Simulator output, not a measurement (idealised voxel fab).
process module | voxel wiring stack
cross-section cut | 260 nm wide | cells 5 nm
A cross-section is a grid of square cells, given in bands from the top down. A band is one or more rows of cells.
Each band's line starts with the height of the band's top and of its bottom, in nm. Then come its materials from left to right, each with its width in nm. One material with "throughout" fills the band from edge to edge. "air" is empty space.
Height 0 is the level under which the wafer as received is all one material. The lowest band goes on downwards, as in "0 down".
A width such as "30 to 40" changes by the same amount from each row of cells to the next, from the band's top row to its bottom row.
"no change" after a step means that no cell of the cross-section changed.
closed voids: empty space of 8 cells or more with no open way to the top, each as width x height at its distance from the left edge, in nm
after a step's settings: what the simulator itself notes on the step
overlay nm, on a step with a mask: how far to the right of its planned place the mask lay; to the left if negative
plan
1 op RECEIVE | material Si
2 op CONFORMAL_DEP | material SiO2 | thk nm 15
3 op DIRECTIONAL_DEP | material TiN | thk nm 5
4 op DIRECTIONAL_DEP | material W | thk nm 25
5 op MASKED_ETCH | tone cover | mask id METAL_1 | width nm 30 | pitch nm 55 | etch materials W | depth nm 25 | overlay nm 0
6 op MASKED_ETCH | tone cover | mask id METAL_1 | width nm 20 | pitch nm 55 | etch materials TiN | depth nm 5 | overlay nm 0
7 op FILL_DEP | material lowk | thk nm 5
8 op CMP | height nm 45
9 op CONFORMAL_DEP | material SiCN | thk nm 5
10 op DIRECTIONAL_DEP | material lowk | thk nm 10
11 op MASKED_ETCH | tone open | mask id PLUG_1 | width nm 15 | etch materials lowk | depth nm 10 | overlay nm 0
12 op MASKED_ETCH | tone open | mask id PLUG_1 | width nm 15 | etch materials SiCN | depth nm 5 | overlay nm 0
13 op EPI | material Ru | thk nm 10
14 op EPI | material Ru | thk nm 5
15 op DIRECTIONAL_DEP | material TiN | thk nm 5
16 op DIRECTIONAL_DEP | material W | thk nm 15
17 op PATTERN | tone cover | mask id METAL_2 | material resist | width nm 30 | pitch nm 55 | thk nm 15 | overlay nm 0
18 op DIRECTIONAL_ETCH | etch materials W | depth nm 15
19 op DIRECTIONAL_ETCH | etch materials TiN | depth nm 5
20 op STRIP | etch materials resist
21 op FILL_DEP | material lowk | thk nm 10
22 op CMP | height nm 80
23 op CONFORMAL_DEP | material SiCN | thk nm 5
24 op DIRECTIONAL_DEP | material lowk | thk nm 15
25 op PATTERN | tone open | mask id PLUG_2 | material resist | width nm 15 | pitch nm 55 | thk nm 20 | overlay nm 0
26 op DIRECTIONAL_ETCH | etch materials lowk | depth nm 15
27 op DIRECTIONAL_ETCH | etch materials SiCN | depth nm 5
28 op STRIP | etch materials resist
29 op EPI | material Ru | thk nm 10
30 op EPI | material Ru | thk nm 10
31 op CONFORMAL_DEP | material SiCN | thk nm 5
32 op DIRECTIONAL_DEP | material lowk | thk nm 20
33 op DIRECTIONAL_DEP | material aC | thk nm 10
34 op PATTERN | tone open | mask id METAL_3 | material resist | width nm 30 | pitch nm 55 | thk nm 25 | overlay nm 0
35 op DIRECTIONAL_ETCH | etch materials aC | depth nm 10
36 op STRIP | etch materials resist
37 op DIRECTIONAL_ETCH | etch materials lowk | depth nm 20
38 op DIRECTIONAL_ETCH | etch materials SiCN | depth nm 5
39 op STRIP | etch materials aC
40 op CONFORMAL_DEP | material TiN | thk nm 5
41 op FILL_DEP | material Ru | thk nm 10
42 op CMP | height nm 125
43 op CONFORMAL_DEP | material SiCN | thk nm 5
44 op DIRECTIONAL_DEP | material SiO2 | thk nm 10
45 op MASKED_ETCH | tone open | mask id PLUG_3 | width nm 15 | pitch nm 55 | etch materials SiO2 | depth nm 10 | overlay nm 0
46 op MASKED_ETCH | tone open | mask id PLUG_3 | width nm 15 | pitch nm 55 | etch materials SiCN | depth nm 5 | overlay nm 0
47 op CONFORMAL_DEP | material TiN | thk nm 5
48 op FILL_DEP | material W | thk nm 10
49 op CMP | height nm 140
50 op CONFORMAL_DEP | material SiN | thk nm 5
51 op DIRECTIONAL_DEP | material SiO2 | thk nm 20
52 op PATTERN | tone open | mask id METAL_4 | material resist | width nm 30 | pitch nm 55 | thk nm 20 | overlay nm 0
53 op DIRECTIONAL_ETCH | etch materials SiO2 | depth nm 20
54 op DIRECTIONAL_ETCH | etch materials SiN | depth nm 5
55 op STRIP | etch materials resist
56 op CONFORMAL_DEP | material TiN | thk nm 5
57 op FILL_DEP | material Cu | thk nm 10
58 op CMP | height nm 165
59 op EPI | material Ru | thk nm 5
60 op FILL_DEP | material SiCN | thk nm 5
varied across the wafers: width nm of step 6. The plan shows the first wafer's value. All wafers start alike
first wafer as received, after step 1
  0 down: Si throughout
  closed voids: none
first wafer at the end, after step 60
  175 to 170: SiCN throughout
  170 to 165: SiCN 80 | Ru 40 | SiCN 15 | Ru 40 | SiCN 85
  165 to 145: SiO2 85 | TiN 5 | Cu 20 | TiN 5 | SiO2 25 | TiN 5 | Cu 20 | TiN 5 | SiO2 90
  145 to 140: SiN 85 | TiN 30 | SiN 25 | TiN 30 | SiN 90
  140 to 130: SiO2 85 | TiN 5 | W 5 | TiN 5 | SiO2 40 | TiN 5 | W 5 | TiN 5 | SiO2 105
  130 to 125: SiCN 85 | TiN 15 | SiCN 40 | TiN 15 | SiCN 105
  125 to 105: lowk 85 | TiN 5 | Ru 20 | TiN 5 | lowk 25 | TiN 5 | Ru 20 | TiN 5 | lowk 90
  105 to 100: SiCN 85 | TiN 30 | SiCN 25 | TiN 30 | SiCN 90
  100 to 85: lowk 85 | Ru 15 | lowk 40 | Ru 15 | lowk 105
  85 to 80: SiCN 85 | Ru 15 | SiCN 40 | Ru 15 | SiCN 105
  80 to 65: lowk 85 | W 30 | lowk 25 | W 30 | lowk 90
  65 to 60: lowk 85 | TiN 30 | lowk 25 | TiN 30 | lowk 90
  60 to 50: lowk 85 | Ru 15 | lowk 160
  50 to 45: SiCN 85 | Ru 15 | SiCN 160
  45 to 20: lowk 85 | W 30 | lowk 25 | W 30 | lowk 90
  20 to 15: lowk 85 | TiN 30 | lowk 25 | TiN 30 | lowk 90
  15 to 0: SiO2 throughout
  0 down: Si throughout
  closed voids: none
last wafer at the end
  175 to 170: SiCN throughout
  170 to 165: SiCN 80 | Ru 40 | SiCN 15 | Ru 40 | SiCN 85
  165 to 145: SiO2 85 | TiN 5 | Cu 20 | TiN 5 | SiO2 25 | TiN 5 | Cu 20 | TiN 5 | SiO2 90
  145 to 140: SiN 85 | TiN 30 | SiN 25 | TiN 30 | SiN 90
  140 to 130: SiO2 85 | TiN 5 | W 5 | TiN 5 | SiO2 40 | TiN 5 | W 5 | TiN 5 | SiO2 105
  130 to 125: SiCN 85 | TiN 15 | SiCN 40 | TiN 15 | SiCN 105
  125 to 105: lowk 85 | TiN 5 | Ru 20 | TiN 5 | lowk 25 | TiN 5 | Ru 20 | TiN 5 | lowk 90
  105 to 100: SiCN 85 | TiN 30 | SiCN 25 | TiN 30 | SiCN 90
  100 to 85: lowk 85 | Ru 15 | lowk 40 | Ru 15 | lowk 105
  85 to 80: SiCN 85 | Ru 15 | SiCN 40 | Ru 15 | SiCN 105
  80 to 65: lowk 85 | W 30 | lowk 25 | W 30 | lowk 90
  65 to 60: lowk 85 | TiN 30 | lowk 25 | TiN 30 | lowk 90
  60 to 50: lowk 85 | Ru 15 | lowk 160
  50 to 45: SiCN 85 | Ru 15 | SiCN 160
  45 to 20: lowk 85 | W 30 | lowk 25 | W 30 | lowk 90
  20 to 15: lowk 80 | TiN 40 | lowk 15 | TiN 40 | lowk 85
  15 to 0: SiO2 throughout
  0 down: Si throughout
  closed voids: none
each wafer at the end: cells of each material gained (+) or lost (-) since it was received, then its closed voids
width nm 20 | +32 Cu | +81 Ru | +269 SiCN | +40 SiN | +408 SiO2 | +94 TiN | +100 W | +796 lowk | closed voids: none
width nm 25 | +32 Cu | +81 Ru | +269 SiCN | +40 SiN | +408 SiO2 | +94 TiN | +100 W | +796 lowk | closed voids: none
width nm 30 | +32 Cu | +81 Ru | +269 SiCN | +40 SiN | +408 SiO2 | +94 TiN | +100 W | +796 lowk | closed voids: none
width nm 35 | +32 Cu | +81 Ru | +269 SiCN | +40 SiN | +408 SiO2 | +96 TiN | +100 W | +794 lowk | closed voids: none
width nm 40 | +32 Cu | +81 Ru | +269 SiCN | +40 SiN | +408 SiO2 | +98 TiN | +100 W | +792 lowk | closed voids: none
